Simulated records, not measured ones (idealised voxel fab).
process module | voxel tone inversion
cross-section cut | 195 nm wide | cells 5 nm
A cross-section is a grid of square cells, given in bands from the top down. A band is one or more rows of cells.
Each band's line starts with the height of the band's top and of its bottom, in nm. Then come its materials from left to right, each with its width in nm. One material with "throughout" fills the band from edge to edge. "air" is empty space.
Height 0 is the level under which the wafer as received is all one material. The lowest band goes on downwards, as in "0 down".
A width such as "30 to 40" changes by the same amount from each row of cells to the next, from the band's top row to its bottom row.
"no change" after a step means that no cell of the cross-section changed.
closed voids: empty space of 8 cells or more with no open way to the top, each as width x height at its distance from the left edge, in nm
after a step's settings: what the simulator itself notes on the step
overlay nm, on a step with a mask: how far to the right of its planned place the mask lay; to the left if negative
plan
1 op RECEIVE | material Si
2 op CONFORMAL_DEP | material SiN | thk nm 10
3 op DIRECTIONAL_DEP | material aC | thk nm 15
4 op PATTERN | tone cover | mask id POSTS | material resist | width nm 20 | pitch nm 45 | thk nm 25 | overlay nm 0
5 op DIRECTIONAL_ETCH | etch materials aC | depth nm 15
6 op STRIP | etch materials resist
7 op FILL_DEP | material lowk | thk nm 5
8 op CMP | height nm 25
9 op STRIP | etch materials aC
as received, after step 1
  0 down: Si throughout
  closed voids: none
first wafer at the end, as planned
  25 to 10: lowk 65 | air 20 | lowk 25 | air 20 | lowk 65
  10 to 0: SiN throughout
  0 down: Si throughout
  closed voids: none
second wafer at the end: like start, like plan, one mistake
  20 to 10: lowk 65 | air 20 | lowk 25 | air 20 | lowk 65
  10 to 0: SiN throughout
  0 down: Si throughout
  closed voids: none
what went wrong: step 8 ran as: op CMP | height nm 20
at the end the second wafer has, in cells: 31 fewer of lowk
